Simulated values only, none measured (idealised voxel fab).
The document below concerns the process module designated voxel fin reveal.
This is section cut - it's 265 nm across, gridded in 5 nm square cells.
A cross-section is a grid of square cells, given in bands from the top down. A band is one or more rows of cells.
Top height, bottom height, nm. Materials left to right, width each, nm. Single material + "throughout" = fills band edge to edge. "air" = empty.
Zero point of the height axis is 0; under it, received wafer = one material. Lowest band: continues down indefinitely, "0..down".
It should be noted that a width expressed as "30 to 40" varies in equal increments from row to row of cells within the band, taking the value of the first number at the top row and that of the second number at the bottom row.
You'll sometimes find "no modification" written for a step, and that's the way of saying that nowhere in the cross-section did a cell change during that step.
Empty spaces without an open route to the top, at least 8 cells in extent, make up the entry "Unvented cavities"; each is given as width x height at distance, where the distance is measured from the left edge, and all are in nm.
after a step's settings: what the simulator itself notes on the step
When a step includes a mask, the "overlay nm" setting on its line states how far to the right of its planned place that mask lay, and negative values state how far to the left.

-- Process steps - plan
step 1: op RECEIVE | material Si
step 2: op CONFORMAL_DEP | material SiN | thk nm 10
step 3: op DIRECTIONAL_DEP | material aC | thk nm 15
step 4: op PATTERN | tone cover | mask id FINS | material resist | width nm 15 | pitch nm 40 | thk nm 35 | overlay nm 0
step 5: op DIRECTIONAL_ETCH | etch materials aC | depth nm 15
step 6: op STRIP | etch materials resist
step 7: op DIRECTIONAL_ETCH | etch materials SiN | depth nm 10
step 8: op DIRECTIONAL_ETCH | etch materials Si | depth nm 30
step 9: op STRIP | etch materials aC
step 10: op OXIDIZE | depth nm 5
step 11: op FILL_DEP | material SiO2 | thk nm 10
step 12: op CMP | height nm 10
step 13: op SELECTIVE_ETCH | etch materials SiO2 | depth nm 30
step 14: op STRIP | etch materials SiN
step 15: op CONFORMAL_DEP | material SiO2 | thk nm 5

-- Incoming wafer in cross-section (state: after step 1)
  0..down  Si throughout
  Unvented cavities: none

-- What the wafer looks like in cross-section after this module, when it starts as shown above and follows the plan above but one mistake is made in running it
  5..0  air=80, then SiO2=15, then air=25, then SiO2=15, then air=25, then SiO2=15, then air=90
  0..-15  air=80, then SiO2=5, then Si=5, then SiO2=5, then air=25, then SiO2=5, then Si=5, then SiO2=5, then air=25, then SiO2=5, then Si=5, then SiO2=5, then air=90
  -15..-35  SiO2=85, then Si=5, then SiO2=35, then Si=5, then SiO2=35, then Si=5, then SiO2=95
  -35..down  Si throughout
  Unvented cavities: none
So what did we get wrong on this run? step 4 deviated from plan and actually ran as op PATTERN | tone cover | mask id FINS | material resist | width nm 15 | pitch nm 40 | thk nm 35 | overlay nm -5
